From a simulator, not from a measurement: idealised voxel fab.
The process module that follows is named voxel tone inversion.
For reference, the cross-section in this document is cut, with width 255 nm and square cells of 5 nm.
Heads up, the way a cross-section reads in here is a grid of square cells, handed over as bands from the top down, with every band being one or more rows of cells.
Within each band entry, the heights of the top and of the bottom of the band appear first, in that order and in nm; the materials of the band then follow from left to right, each with its corresponding width in nm. The designation "all across" on a single material indicates that it fills the band from edge to edge; the designation "empty" indicates empty space.
It should be noted that heights are counted from 0, beneath which the wafer as supplied is of one material throughout, and that the lowest band possesses no lower boundary but continues downward, as written in "0 -> down".
It should be noted that a width expressed as "30 to 40" varies in equal increments from row to row of cells within the band, taking the value of the first number at the top row and that of the second number at the bottom row.
Where a step carries "nothing got changed", the cross-section came out of it unchanged, cell for cell.
Empty spaces without an open route to the top, at least 8 cells in extent, make up the entry "Completely enclosed voids"; each is given as width x height at distance, where the distance is measured from the left edge, and all are in nm.
Text after the settings on a step's line: the simulator's own remark on that step.
When a step includes a mask, the "overlay nm" setting on its line states how far to the right of its planned place that mask lay, and negative values state how far to the left.
Planned process steps:
| 1 | RECEIVE | material Si |
| 2 | CONFORMAL_DEP | material SiN | thk nm 5 |
| 3 | DIRECTIONAL_DEP | material polySi | thk nm 20 |
| 4 | PATTERN | tone cover | mask id POSTS | material resist | width nm 20 | pitch nm 40 | thk nm 30 | overlay nm 0 |
| 5 | DIRECTIONAL_ETCH | etch materials polySi | depth nm 20 |
| 6 | STRIP | etch materials resist |
| 7 | FILL_DEP | material lowk | thk nm 5 |
| 8 | CMP | height nm 25 |
| 9 | STRIP | etch materials polySi |
| 10 | CONFORMAL_DEP | material TiN | thk nm 5 |
| 11 | FILL_DEP | material Cu | thk nm 5 |
| 12 | CMP | height nm 25 |
| 13 | CONFORMAL_DEP | material SiN | thk nm 5 |
First of two wafers, processed according to plan:
As-received wafer cross-section (after step 1):
* 0 -> down | Si all across
* Completely enclosed voids: none
Take a look at the wafer's cross-section after step 2:
* 5 -> 0 | SiN all across
* Everything under 0 stays put, no change at all.
Take a look at the wafer's cross-section after step 3:
* 25 -> 5 | polySi all across
* Everything under 5 stays put, no change at all.
Take a look at the wafer's cross-section after step 4:
* 55 -> 25 | 55 nm empty / 20 nm resist / 20 nm empty / 20 nm resist / 20 nm empty / 20 nm resist / 20 nm empty / 20 nm resist / 60 nm empty
* Everything under 25 stays put, no change at all.
Take a look at the wafer's cross-section after step 5:
* 55 -> 25 | 55 nm empty / 20 nm resist / 20 nm empty / 20 nm resist / 20 nm empty / 20 nm resist / 20 nm empty / 20 nm resist / 60 nm empty
* 25 -> 5 | 55 nm empty / 20 nm polySi / 20 nm empty / 20 nm polySi / 20 nm empty / 20 nm polySi / 20 nm empty / 20 nm polySi / 60 nm empty
* Everything under 5 stays put, no change at all.
Take a look at the wafer's cross-section after step 6:
* 25 -> 5 | 55 nm empty / 20 nm polySi / 20 nm empty / 20 nm polySi / 20 nm empty / 20 nm polySi / 20 nm empty / 20 nm polySi / 60 nm empty
* Everything under 5 stays put, no change at all.
Take a look at the wafer's cross-section after step 7:
* 30 -> 25 | lowk all across
* 25 -> 5 | 55 nm lowk / 20 nm polySi / 20 nm lowk / 20 nm polySi / 20 nm lowk / 20 nm polySi / 20 nm lowk / 20 nm polySi / 60 nm lowk
* Everything under 5 stays put, no change at all.
Take a look at the wafer's cross-section after step 8:
* 25 -> 5 | 55 nm lowk / 20 nm polySi / 20 nm lowk / 20 nm polySi / 20 nm lowk / 20 nm polySi / 20 nm lowk / 20 nm polySi / 60 nm lowk
* Everything under 5 stays put, no change at all.
Take a look at the wafer's cross-section after step 9:
* 25 -> 5 | 55 nm lowk / 20 nm empty / 20 nm lowk / 20 nm empty / 20 nm lowk / 20 nm empty / 20 nm lowk / 20 nm empty / 60 nm lowk
* Everything under 5 stays put, no change at all.
Take a look at the wafer's cross-section after step 10:
* 30 -> 25 | 60 nm TiN / 10 nm empty / 30 nm TiN / 10 nm empty / 30 nm TiN / 10 nm empty / 30 nm TiN / 10 nm empty / 65 nm TiN
* 25 -> 10 | 55 nm lowk / 5 nm TiN / 10 nm empty / 5 nm TiN / 20 nm lowk / 5 nm TiN / 10 nm empty / 5 nm TiN / 20 nm lowk / 5 nm TiN / 10 nm empty / 5 nm TiN / 20 nm lowk / 5 nm TiN / 10 nm empty / 5 nm TiN / 60 nm lowk
* 10 -> 5 | 55 nm lowk / 20 nm TiN / 20 nm lowk / 20 nm TiN / 20 nm lowk / 20 nm TiN / 20 nm lowk / 20 nm TiN / 60 nm lowk
* Everything under 5 stays put, no change at all.
Take a look at the wafer's cross-section after step 11:
* 35 -> 30 | Cu all across
* 30 -> 25 | 60 nm TiN / 10 nm Cu / 30 nm TiN / 10 nm Cu / 30 nm TiN / 10 nm Cu / 30 nm TiN / 10 nm Cu / 65 nm TiN
* 25 -> 10 | 55 nm lowk / 5 nm TiN / 10 nm Cu / 5 nm TiN / 20 nm lowk / 5 nm TiN / 10 nm Cu / 5 nm TiN / 20 nm lowk / 5 nm TiN / 10 nm Cu / 5 nm TiN / 20 nm lowk / 5 nm TiN / 10 nm Cu / 5 nm TiN / 60 nm lowk
* Everything under 10 stays put, no change at all.
Take a look at the wafer's cross-section after step 12:
* 25 -> 10 | 55 nm lowk / 5 nm TiN / 10 nm Cu / 5 nm TiN / 20 nm lowk / 5 nm TiN / 10 nm Cu / 5 nm TiN / 20 nm lowk / 5 nm TiN / 10 nm Cu / 5 nm TiN / 20 nm lowk / 5 nm TiN / 10 nm Cu / 5 nm TiN / 60 nm lowk
* Everything under 10 stays put, no change at all.
Take a look at the wafer's cross-section after step 13:
* 30 -> 25 | SiN all across
* Everything under 25 stays put, no change at all.
Second wafer. Start and plan as for the first. One mistake made in running. Agrees with the first up to and including step 1:
Second wafer: cross-section at the scheduled end of step 2: nothing got changed
Second wafer: cross-section at the scheduled end of step 3:
* 20 -> 0 | polySi all across
* Everything under 0 stays put, no change at all.
Second wafer: cross-section at the scheduled end of step 4:
* 50 -> 20 | 55 nm empty / 20 nm resist / 20 nm empty / 20 nm resist / 20 nm empty / 20 nm resist / 20 nm empty / 20 nm resist / 60 nm empty
* Everything under 20 stays put, no change at all.
Second wafer: cross-section at the scheduled end of step 5:
* 50 -> 20 | 55 nm empty / 20 nm resist / 20 nm empty / 20 nm resist / 20 nm empty / 20 nm resist / 20 nm empty / 20 nm resist / 60 nm empty
* 20 -> 0 | 55 nm empty / 20 nm polySi / 20 nm empty / 20 nm polySi / 20 nm empty / 20 nm polySi / 20 nm empty / 20 nm polySi / 60 nm empty
* Everything under 0 stays put, no change at all.
Second wafer: cross-section at the scheduled end of step 6:
* 20 -> 0 | 55 nm empty / 20 nm polySi / 20 nm empty / 20 nm polySi / 20 nm empty / 20 nm polySi / 20 nm empty / 20 nm polySi / 60 nm empty
* Everything under 0 stays put, no change at all.
Second wafer: cross-section at the scheduled end of step 7:
* 25 -> 20 | lowk all across
* 20 -> 0 | 55 nm lowk / 20 nm polySi / 20 nm lowk / 20 nm polySi / 20 nm lowk / 20 nm polySi / 20 nm lowk / 20 nm polySi / 60 nm lowk
* Everything under 0 stays put, no change at all.
Second wafer: cross-section at the scheduled end of step 8: nothing got changed
Second wafer: cross-section at the scheduled end of step 9: nothing got changed
Second wafer: cross-section at the scheduled end of step 10:
* 30 -> 25 | TiN all across
* Everything under 25 stays put, no change at all.
Second wafer: cross-section at the scheduled end of step 11:
* 35 -> 30 | Cu all across
* Everything under 30 stays put, no change at all.
Second wafer: cross-section at the scheduled end of step 12:
* 25 -> 20 | lowk all across
* Everything under 20 stays put, no change at all.
Second wafer: cross-section at the scheduled end of step 13:
* 30 -> 25 | SiN all across
* Everything under 25 stays put, no change at all.
Where did the run depart from the plan? plan step 2: skipped, not run
Upon completion, the second wafer contains, in terms of cells, a greater or smaller amount of certain materials than the first wafer: 24 fewer of Cu | 51 fewer of SiN | 40 fewer of TiN | 51 more of lowk | 64 more of polySi
